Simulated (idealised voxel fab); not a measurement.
The following is a process module called voxel gate over fins.
For reference, the cross-section in this document is cut, with width 235 nm and square cells of 5 nm.
For the purposes of this document, a cross-section shall be understood as a grid of square cells, specified as bands listed in top-to-bottom order, each band consisting of one or more rows of cells.
Band entry format. Leading values: height of top, height of bottom, nm. Remainder: materials in left-to-right order, each with its width in nm. Special words: "full width" on a single material, which then fills the band edge to edge; "air", empty space.
Height is counted from the level 0, under which the received wafer is composed throughout of one material. The lowest of the bands is not closed at the bottom but continues downward, in the notation "from 0 down".
Width "30->40": first value at the band's top row of cells, second value at its bottom row, equal change from row to row.
"same as before" -> step changed no cross-section cell.
Under "Sealed void inventory" you'll find the enclosed gaps, the ones with no way out to the top, that are 8 cells or bigger; each reads width x height at distance, with distance counted from the left edge, everything in nm.
Where a step's line continues beyond its settings, the continuation is a remark by the simulator itself on that step.
overlay nm: right-of-plan distance of the mask on a masked step; negative values mean left-of-plan.

**The process steps that were planned are listed below**
1. RECEIVE [material Si]
2. CONFORMAL_DEP [material SiN] [thk nm 10]
3. DIRECTIONAL_DEP [material aC] [thk nm 15]
4. PATTERN [tone cover] [mask id FINS] [material resist] [width nm 15] [pitch nm 50] [thk nm 30] [overlay nm 0]
5. DIRECTIONAL_ETCH [etch materials aC] [depth nm 15]
6. STRIP [etch materials resist]
7. DIRECTIONAL_ETCH [etch materials SiN] [depth nm 10]
8. DIRECTIONAL_ETCH [etch materials Si] [depth nm 30]
9. STRIP [etch materials aC]
10. FILL_DEP [material SiO2] [thk nm 5]
11. CMP [height nm 10]
12. DIRECTIONAL_DEP [material aC] [thk nm 15]
13. PATTERN [tone open] [mask id RAIL] [material resist] [width nm 15] [thk nm 30] [overlay nm 0]
14. DIRECTIONAL_ETCH [etch materials aC] [depth nm 15]
15. STRIP [etch materials resist]
16. DIRECTIONAL_ETCH [etch materials SiO2] [depth nm 35]
17. STRIP [etch materials aC]
18. CONFORMAL_DEP [material TiN] [thk nm 5]
19. FILL_DEP [material W] [thk nm 10]
20. CMP [height nm 10]
21. SELECTIVE_ETCH [etch materials W Ru TiN] [depth nm 25]
22. FILL_DEP [material SiO2] [thk nm 5]
23. CMP [height nm 10]
24. SELECTIVE_ETCH [etch materials SiO2] [depth nm 20]
25. STRIP [etch materials SiN]
26. CONFORMAL_DEP [material HfO2] [thk nm 5]
27. CONFORMAL_DEP [material TiN] [thk nm 5]
28. FILL_DEP [material W] [thk nm 10]
29. CMP [height nm 15]
30. CONFORMAL_DEP [material SiCN] [thk nm 10]

**Cross-section, incoming material, after step 1**
    from 0 down = Si full width
    Sealed void inventory: none

**Cross-section, first of two wafers, end of module, run as planned**
    from 25 to 15 = SiCN full width
    from 15 to 10 = W full width
    from 10 to 5 = W=50  TiN=35  W=15  TiN=35  W=15  TiN=35  W=50
    from 5 to 0 = W=50  TiN=5  HfO2=25  TiN=5  W=15  TiN=5  HfO2=25  TiN=5  W=15  TiN=5  HfO2=25  TiN=5  W=50
    from 0 to -5 = TiN=55  HfO2=5  Si=15  HfO2=5  TiN=25  HfO2=5  Si=15  HfO2=5  TiN=25  HfO2=5  Si=15  HfO2=5  TiN=55
    from -5 to -10 = HfO2=60  Si=15  HfO2=35  Si=15  HfO2=35  Si=15  HfO2=60
    from -10 to -15 = SiO2=60  Si=15  SiO2=35  Si=15  SiO2=35  Si=15  SiO2=60
    from -15 to -20 = SiO2=60  Si=15  SiO2=10  TiN=5  W=5  TiN=5  SiO2=10  Si=15  SiO2=35  Si=15  SiO2=60
    from -20 to -25 = SiO2=60  Si=15  SiO2=10  TiN=15  SiO2=10  Si=15  SiO2=35  Si=15  SiO2=60
    from -25 to -30 = SiO2=60  Si=15  SiO2=35  Si=15  SiO2=35  Si=15  SiO2=60
    from -30 down = Si full width
    Sealed void inventory: none

**Wafer two cross-section, module end. Start and plan unchanged from wafer one; one mistake made during the run**
    from 25 to 15 = SiCN full width
    from 15 to 10 = W full width
    from 10 to 5 = W=50  TiN=35  W=15  TiN=35  W=15  TiN=35  W=50
    from 5 to 0 = W=50  TiN=5  HfO2=25  TiN=5  W=15  TiN=5  HfO2=25  TiN=5  W=15  TiN=5  HfO2=25  TiN=5  W=50
    from 0 to -5 = TiN=55  HfO2=5  Si=15  HfO2=5  TiN=25  HfO2=5  Si=15  HfO2=5  TiN=25  HfO2=5  Si=15  HfO2=5  TiN=55
    from -5 to -10 = HfO2=60  Si=15  HfO2=35  Si=15  HfO2=35  Si=15  HfO2=60
    from -10 to -15 = SiO2=60  Si=15  SiO2=35  Si=15  SiO2=35  Si=15  SiO2=60
    from -15 to -20 = SiO2=60  Si=15  SiO2=5  TiN=5  W=15  TiN=5  SiO2=5  Si=15  SiO2=35  Si=15  SiO2=60
    from -20 to -25 = SiO2=60  Si=15  SiO2=5  TiN=25  SiO2=5  Si=15  SiO2=35  Si=15  SiO2=60
    from -25 to -30 = SiO2=60  Si=15  SiO2=35  Si=15  SiO2=35  Si=15  SiO2=60
    from -30 down = Si full width
    Sealed void inventory: none
Heads up, the wafer didn't run the way we planned it: heads up, step 13 didn't go per plan, it actually ran as PATTERN [tone open] [mask id RAIL] [material resist] [width nm 25] [thk nm 30] [overlay nm 0]
At the finish, the second wafer shows more or fewer cells for some materials than the first does: SiO2 -4; TiN +2; W +2
